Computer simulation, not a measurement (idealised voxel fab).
Process module under the name voxel capacitor over wiring
245 nm wide, 5 nm square cells: that's cross-section cut.
Cross-section, as written here: a square-cell grid given band by band from the top down, where a band holds one or more rows of cells.
First you get the band's top height and its bottom height, in nm, and then the materials it's made of, left to right, with each width in nm. If you see a single material with "throughout", that one covers the band edge to edge. "blank" is empty space.
Zero point of the height axis is 0; under it, received wafer = one material. Lowest band: continues down indefinitely, "0 -> down".
It should be noted that a width expressed as "30 to 40" varies in equal increments from row to row of cells within the band, taking the value of the first number at the top row and that of the second number at the bottom row.
The designation "remained unchanged", where it is given for a processing step, indicates that no cell of the cross-section was altered in the course of that step.
"Closed void table" contains a list of empty spaces, each no smaller than 8 cells and without an open way to the top, written in the form width x height at distance with the distance from the left edge and all three in nm.
Past the settings on a step's line: simulator remark, on that step.
overlay nm: where the mask lay relative to plan, measured to the right, on steps with a mask; negatives go left.

**The steps planned for the process are as follows**
1,RECEIVE [material Si]
2,CONFORMAL_DEP [material SiO2] [thk nm 15]
3,DIRECTIONAL_DEP [material TiN] [thk nm 5]
4,DIRECTIONAL_DEP [material W] [thk nm 20]
5,DIRECTIONAL_DEP [material aC] [thk nm 15]
6,PATTERN [tone cover] [mask id METAL_1] [material resist] [width nm 30] [pitch nm 90] [thk nm 35] [overlay nm 0]
7,DIRECTIONAL_ETCH [etch materials aC] [depth nm 15]
8,STRIP [etch materials resist]
9,DIRECTIONAL_ETCH [etch materials W] [depth nm 20]
10,DIRECTIONAL_ETCH [etch materials TiN] [depth nm 5]
11,STRIP [etch materials aC]
12,FILL_DEP [material lowk] [thk nm 5]
13,CMP [height nm 40]
14,CONFORMAL_DEP [material SiCN] [thk nm 5]
15,DIRECTIONAL_DEP [material lowk] [thk nm 10]
16,DIRECTIONAL_DEP [material aC] [thk nm 10]
17,PATTERN [tone open] [mask id PLUG_1] [material resist] [width nm 15] [thk nm 25] [overlay nm 0]
18,DIRECTIONAL_ETCH [etch materials aC] [depth nm 10]
19,STRIP [etch materials resist]
20,DIRECTIONAL_ETCH [etch materials lowk] [depth nm 10]
21,DIRECTIONAL_ETCH [etch materials SiCN] [depth nm 5]
22,STRIP [etch materials aC]
23,EPI [material Ru] [thk nm 10]
24,EPI [material Ru] [thk nm 5]
25,DIRECTIONAL_DEP [material TiN] [thk nm 5]
26,DIRECTIONAL_DEP [material Al2O3] [thk nm 5]
27,DIRECTIONAL_DEP [material TiN] [thk nm 5]
28,PATTERN [tone cover] [mask id UPPER_PLATE] [material resist] [width nm 65] [thk nm 15] [overlay nm 0]
29,DIRECTIONAL_ETCH [etch materials TiN] [depth nm 5]
30,DIRECTIONAL_ETCH [etch materials Al2O3] [depth nm 5]
31,STRIP [etch materials resist]
32,DIRECTIONAL_DEP [material aC] [thk nm 10]
33,PATTERN [tone cover] [mask id LOWER_PLATE] [material resist] [width nm 75] [thk nm 30] [overlay nm 0]
34,DIRECTIONAL_ETCH [etch materials aC] [depth nm 10]
35,STRIP [etch materials resist]
36,DIRECTIONAL_ETCH [etch materials TiN] [depth nm 5]
37,STRIP [etch materials aC]
38,FILL_DEP [material SiO2] [thk nm 15]
39,CMP [height nm 80]
40,PATTERN [tone open] [mask id PLUG_2] [material resist] [width nm 15] [thk nm 15] [overlay nm 0]
41,DIRECTIONAL_ETCH [etch materials SiO2] [depth nm 10]
42,STRIP [etch materials resist]
43,CONFORMAL_DEP [material TiN] [thk nm 5]
44,FILL_DEP [material Cu] [thk nm 10]
45,CMP [height nm 80]
46,CONFORMAL_DEP [material SiN] [thk nm 5]

**Cross-section of the incoming wafer, state after step 1**
    0 -> down = Si throughout
    Closed void table: none

**The module was run from the start shown above using the plan shown above, but one mistake was made doing it; the resulting wafer cross-section is below**
    85 -> 80 = SiN throughout
    80 -> 75 = SiO2=85, then TiN=5, then Cu=5, then TiN=5, then SiO2=145
    75 -> 65 = SiO2=85 to 75, then TiN=15 to 65, then SiO2=145 to 105
    65 -> 60 = SiO2=75, then Al2O3=65, then SiO2=105
    60 -> 55 = SiO2=65, then TiN=85, then SiO2=95
    55 -> 45 = lowk=75, then Ru=15, then lowk=155
    45 -> 40 = SiCN=75, then Ru=15, then SiCN=155
    40 -> 20 = lowk=60, then W=30, then lowk=60, then W=30, then lowk=65
    20 -> 15 = lowk=60, then TiN=30, then lowk=60, then TiN=30, then lowk=65
    15 -> 0 = SiO2 throughout
    0 -> down = Si throughout
    Closed void table: none
Want to know what went wrong? so step 33 ended up running with a different setting than we planned, it ran as PATTERN [tone cover] [mask id LOWER_PLATE] [material resist] [width nm 85] [thk nm 30] [overlay nm 0]
